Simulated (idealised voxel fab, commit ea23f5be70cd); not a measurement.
Process module heading - voxel quadruple lines
Section shown: cut. Width: 280 nm. Cell size: 5 nm, square.
Square cells in a grid make up a cross-section in this document, and the grid is given as bands, listed from the top down, each one or more rows of cells. Basically the band line says how high the top is and how high the bottom is, in nm, and then what's in it from left to right, every material with its width in nm. Empty space shows up as "empty", and if a single material carries "everywhere" it runs the full band edge to edge. The level at which height equals 0 is the one under which the wafer, as it arrives, is entirely one material. No lower edge exists for the bottom band, which continues downward and is notated as in "z 0 and below". It should be noted that a width expressed as "30..40" varies in equal increments from row to row of cells within the band, taking the value of the first number at the top row and that of the second number at the bottom row. A step reported as "nothing was modified" is a step in which no cell of the cross-section changed. In "Closed voids list" the enclosed voids are listed, meaning empty spaces of 8 cells or larger without any opening to the top. The form is width x height at distance, distance from the left edge, units nm. Anything after a step's settings on that line? It's the simulator's own note about the step. overlay nm: mask offset rightward from planned place, masked step; negative means leftward offset.

The planned process steps are enumerated hereunder:
1,RECEIVE with material Si
2,CONFORMAL_DEP with material SiO2, thk nm 10
3,DIRECTIONAL_DEP with material W, thk nm 15
4,DIRECTIONAL_DEP with material polySi, thk nm 20
5,DIRECTIONAL_DEP with material aC, thk nm 20
6,PATTERN with tone cover, mask id MANDREL, material resist, width nm 30, thk nm 25, overlay nm 0
7,DIRECTIONAL_ETCH with etch materials aC, depth nm 20
8,STRIP with etch materials resist
9,CONFORMAL_DEP with material SiO2, thk nm 10
10,DIRECTIONAL_ETCH with etch materials SiO2, depth nm 10
11,STRIP with etch materials aC
12,DIRECTIONAL_ETCH with etch materials polySi, depth nm 20
13,STRIP with etch materials SiO2
14,CONFORMAL_DEP with material SiN, thk nm 10
15,DIRECTIONAL_ETCH with etch materials SiN, depth nm 10
16,STRIP with etch materials polySi
17,DIRECTIONAL_ETCH with etch materials W, depth nm 15
18,STRIP with etch materials SiN

First of the two wafers, run per plan:

Cross-section of the wafer at receipt, which is the condition after step 1:
> z 0 and below = Si everywhere
> Closed voids list: none

The wafer, seen in cross-section, after step 2:
> z 10 to 0 = SiO2 everywhere
> Anything lower than 0 is untouched.

The wafer, seen in cross-section, after step 3:
> z 25 to 10 = W everywhere
> Anything lower than 10 is untouched.

The wafer, seen in cross-section, after step 4:
> z 45 to 25 = polySi everywhere
> Anything lower than 25 is untouched.

The wafer, seen in cross-section, after step 5:
> z 65 to 45 = aC everywhere
> Anything lower than 45 is untouched.

The wafer, seen in cross-section, after step 6:
> z 90 to 65 = 125 nm empty  30 nm resist  125 nm empty
> Anything lower than 65 is untouched.

The wafer, seen in cross-section, after step 7:
> z 70 to 65 = 125 nm empty  30 nm resist  125 nm empty
> z 65 to 45 = 125 nm empty  30 nm aC  125 nm empty
> Anything lower than 45 is untouched.

The wafer, seen in cross-section, after step 8:
> z 65 to 45 = 125 nm empty  30 nm aC  125 nm empty
> Anything lower than 45 is untouched.

The wafer, seen in cross-section, after step 9:
> z 75 to 65 = 115 nm empty  50 nm SiO2  115 nm empty
> z 65 to 55 = 115 nm empty  10 nm SiO2  30 nm aC  10 nm SiO2  115 nm empty
> z 55 to 45 = 125 nm SiO2  30 nm aC  125 nm SiO2
> Anything lower than 45 is untouched.

The wafer, seen in cross-section, after step 10:
> z 65 to 45 = 115 nm empty  10 nm SiO2  30 nm aC  10 nm SiO2  115 nm empty
> Anything lower than 45 is untouched.

The wafer, seen in cross-section, after step 11:
> z 65 to 45 = 115 nm empty  10 nm SiO2  30 nm empty  10 nm SiO2  115 nm empty
> Anything lower than 45 is untouched.

The wafer, seen in cross-section, after step 12:
> z 65 to 45 = 115 nm empty  10 nm SiO2  30 nm empty  10 nm SiO2  115 nm empty
> z 45 to 25 = 115 nm empty  10 nm polySi  30 nm empty  10 nm polySi  115 nm empty
> Anything lower than 25 is untouched.

The wafer, seen in cross-section, after step 13:
> z 45 to 25 = 115 nm empty  10 nm polySi  30 nm empty  10 nm polySi  115 nm empty
> Anything lower than 25 is untouched.

The wafer, seen in cross-section, after step 14:
> z 55 to 45 = 105 nm empty  30 nm SiN  10 nm empty  30 nm SiN  105 nm empty
> z 45 to 35 = 105 nm empty  10 nm SiN  10 nm polySi  10 nm SiN  10 nm empty  10 nm SiN  10 nm polySi  10 nm SiN  105 nm empty
> z 35 to 25 = 115 nm SiN  10 nm polySi  30 nm SiN  10 nm polySi  115 nm SiN
> Anything lower than 25 is untouched.

The wafer, seen in cross-section, after step 15:
> z 45 to 25 = 105 nm empty  10 nm SiN  10 nm polySi  10 nm SiN  10 nm empty  10 nm SiN  10 nm polySi  10 nm SiN  105 nm empty
> Anything lower than 25 is untouched.

The wafer, seen in cross-section, after step 16:
> z 45 to 25 = 105 nm empty  10 nm SiN  10 nm empty  10 nm SiN  10 nm empty  10 nm SiN  10 nm empty  10 nm SiN  105 nm empty
> Anything lower than 25 is untouched.

The wafer, seen in cross-section, after step 17:
> z 45 to 25 = 105 nm empty  10 nm SiN  10 nm empty  10 nm SiN  10 nm empty  10 nm SiN  10 nm empty  10 nm SiN  105 nm empty
> z 25 to 10 = 105 nm empty  10 nm W  10 nm empty  10 nm W  10 nm empty  10 nm W  10 nm empty  10 nm W  105 nm empty
> Anything lower than 10 is untouched.

The wafer, seen in cross-section, after step 18:
> z 25 to 10 = 105 nm empty  10 nm W  10 nm empty  10 nm W  10 nm empty  10 nm W  10 nm empty  10 nm W  105 nm empty
> Anything lower than 10 is untouched.

It is to be noted that the second wafer proceeded from the same initial state and according to the same plan as the first, although one mistake was committed in its execution; through step 13, inclusive, the two wafers share an identical history:

Cross-section of the second wafer at the time step 14 of the plan should have ended:
> z 50 to 45 = 110 nm empty  20 nm SiN  20 nm empty  20 nm SiN  110 nm empty
> z 45 to 30 = 110 nm empty  5 nm SiN  10 nm polySi  5 nm SiN  20 nm empty  5 nm SiN  10 nm polySi  5 nm SiN  110 nm empty
> z 30 to 25 = 115 nm SiN  10 nm polySi  30 nm SiN  10 nm polySi  115 nm SiN
> Anything lower than 25 is untouched.

Cross-section of the second wafer at the time step 15 of the plan should have ended:
> z 45 to 40 = 115 nm empty  10 nm polySi  30 nm empty  10 nm polySi  115 nm empty
> z 40 to 25 = 110 nm empty  5 nm SiN  10 nm polySi  5 nm SiN  20 nm empty  5 nm SiN  10 nm polySi  5 nm SiN  110 nm empty
> Anything lower than 25 is untouched.

Cross-section of the second wafer at the time step 16 of the plan should have ended:
> z 40 to 25 = 110 nm empty  5 nm SiN  10 nm empty  5 nm SiN  20 nm empty  5 nm SiN  10 nm empty  5 nm SiN  110 nm empty
> Anything lower than 25 is untouched.

Cross-section of the second wafer at the time step 17 of the plan should have ended:
> z 40 to 25 = 110 nm empty  5 nm SiN  10 nm empty  5 nm SiN  20 nm empty  5 nm SiN  10 nm empty  5 nm SiN  110 nm empty
> z 25 to 10 = 110 nm empty  5 nm W  10 nm empty  5 nm W  20 nm empty  5 nm W  10 nm empty  5 nm W  110 nm empty
> Anything lower than 10 is untouched.

Cross-section of the second wafer at the time step 18 of the plan should have ended:
> z 25 to 10 = 110 nm empty  5 nm W  10 nm empty  5 nm W  20 nm empty  5 nm W  10 nm empty  5 nm W  110 nm empty
> Anything lower than 10 is untouched.
Finding, execution versus plan: so step 14 ended up running with a different setting than we planned, it ran as CONFORMAL_DEP with material SiN, thk nm 5
The second wafer ends with more or fewer cells of some materials than the first, per final count: 12 fewer of W
